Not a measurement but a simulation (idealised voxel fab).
Module name: voxel released beams (process module)
Square cells of 5 nm make up the cross-section cut, whose width is 250 nm.
Cross-section format: a grid of square cells, given as bands from top to bottom; each band is one or more rows of cells.
First you get the band's top height and its bottom height, in nm, and then the materials it's made of, left to right, with each width in nm. If you see a single material with "edge to edge", that one covers the band edge to edge. "blank" is empty space.
Beneath 0, the wafer as received is one material, and that level is where height counting begins. The lowest band goes on downward without a bottom; it is written like "from 0 down".
With a width like "30->40", each row of cells in the band differs from the next by the same amount, the top row carrying the first number and the bottom row the second.
Step marked "everything unchanged"? Then no cell in the cross-section changed in it.
Entry "Closed void inventory" = empty spaces >= 8 cells with no open way to the top; each as width x height at distance, distance from left edge, all nm.
On a step's line, text after the settings is the simulator commenting on that step.
The "overlay nm" setting may appear on a step's line; for a step that uses a mask, it gives how far to the right of its planned position the mask lay, and a negative value indicates the left.

Below is the list of planned process steps
step 1: RECEIVE with material Si
step 2: CONFORMAL_DEP with material SiN, thk nm 10
step 3: DIRECTIONAL_DEP with material SiO2, thk nm 10
step 4: PATTERN with tone open, mask id ANCHOR, material resist, width nm 25, thk nm 15, overlay nm 0
step 5: DIRECTIONAL_ETCH with etch materials SiO2, depth nm 10
step 6: STRIP with etch materials resist
step 7: CONFORMAL_DEP with material polySi, thk nm 10
step 8: PATTERN with tone cover, mask id BEAM, material resist, width nm 100, thk nm 20, overlay nm 0
step 9: DIRECTIONAL_ETCH with etch materials polySi, depth nm 10
step 10: STRIP with etch materials resist
step 11: STRIP with etch materials SiO2

First of two wafers, processed according to plan

Step 1 complete: cross-section of the wafer as received
from 0 down | Si edge to edge
Closed void inventory: none

Wafer after step 2 (cross-section)
from 10 to 0 | SiN edge to edge
Under the height 0 nothing was changed.

Wafer after step 3 (cross-section)
from 20 to 10 | SiO2 edge to edge
Under the height 10 nothing was changed.

Wafer after step 4 (cross-section)
from 35 to 20 | resist: 75 / blank: 25 / resist: 150
Under the height 20 nothing was changed.

Wafer after step 5 (cross-section)
from 35 to 20 | resist: 75 / blank: 25 / resist: 150
from 20 to 10 | SiO2: 75 / blank: 25 / SiO2: 150
Under the height 10 nothing was changed.

Wafer after step 6 (cross-section)
from 20 to 10 | SiO2: 75 / blank: 25 / SiO2: 150
Under the height 10 nothing was changed.

Wafer after step 7 (cross-section)
from 30 to 20 | polySi: 85 / blank: 5 / polySi: 160
from 20 to 10 | SiO2: 75 / polySi: 25 / SiO2: 150
Under the height 10 nothing was changed.

Wafer after step 8 (cross-section)
from 50 to 30 | blank: 70 / resist: 100 / blank: 80
from 30 to 20 | polySi: 85 / resist: 5 / polySi: 160
Under the height 20 nothing was changed.

Wafer after step 9 (cross-section)
from 50 to 30 | blank: 70 / resist: 100 / blank: 80
from 30 to 20 | blank: 70 / polySi: 15 / resist: 5 / polySi: 80 / blank: 80
Under the height 20 nothing was changed.

Wafer after step 10 (cross-section)
from 30 to 20 | blank: 70 / polySi: 15 / blank: 5 / polySi: 80 / blank: 80
Under the height 20 nothing was changed.

Wafer after step 11 (cross-section)
from 30 to 20 | blank: 70 / polySi: 15 / blank: 5 / polySi: 80 / blank: 80
from 20 to 10 | blank: 75 / polySi: 25 / blank: 150
Under the height 10 nothing was changed.

Second of two: same start, same plan, one run error; steps up to and including 1 match the first

Cross-section of the second wafer at the time by which step 2 should have been completed according to the plan
from 10 to 0 | SiO2 edge to edge
Under the height 0 nothing was changed.

Cross-section of the second wafer at the time by which step 3 should have been completed according to the plan
from 20 to 10 | SiN edge to edge
Under the height 10 nothing was changed.

Cross-section of the second wafer at the time by which step 4 should have been completed according to the plan
from 35 to 20 | resist: 75 / blank: 25 / resist: 150
Under the height 20 nothing was changed.

Cross-section of the second wafer at the time by which step 5 should have been completed according to the plan: everything unchanged

Cross-section of the second wafer at the time by which step 6 should have been completed according to the plan
from 20 to 10 | SiN edge to edge
Under the height 10 nothing was changed.

Cross-section of the second wafer at the time by which step 7 should have been completed according to the plan
from 30 to 20 | polySi edge to edge
Under the height 20 nothing was changed.

Cross-section of the second wafer at the time by which step 8 should have been completed according to the plan
from 50 to 30 | blank: 70 / resist: 100 / blank: 80
Under the height 30 nothing was changed.

Cross-section of the second wafer at the time by which step 9 should have been completed according to the plan
from 50 to 30 | blank: 70 / resist: 100 / blank: 80
from 30 to 20 | blank: 70 / polySi: 100 / blank: 80
Under the height 20 nothing was changed.

Cross-section of the second wafer at the time by which step 10 should have been completed according to the plan
from 30 to 20 | blank: 70 / polySi: 100 / blank: 80
Under the height 20 nothing was changed.

Cross-section of the second wafer at the time by which step 11 should have been completed according to the plan: everything unchanged
Here's what went sideways: steps 2 and 3 got flipped, so each one ran where the other should have
Final cells, second wafer relative to first, materials higher or lower: 100 more of SiO2; 8 fewer of polySi
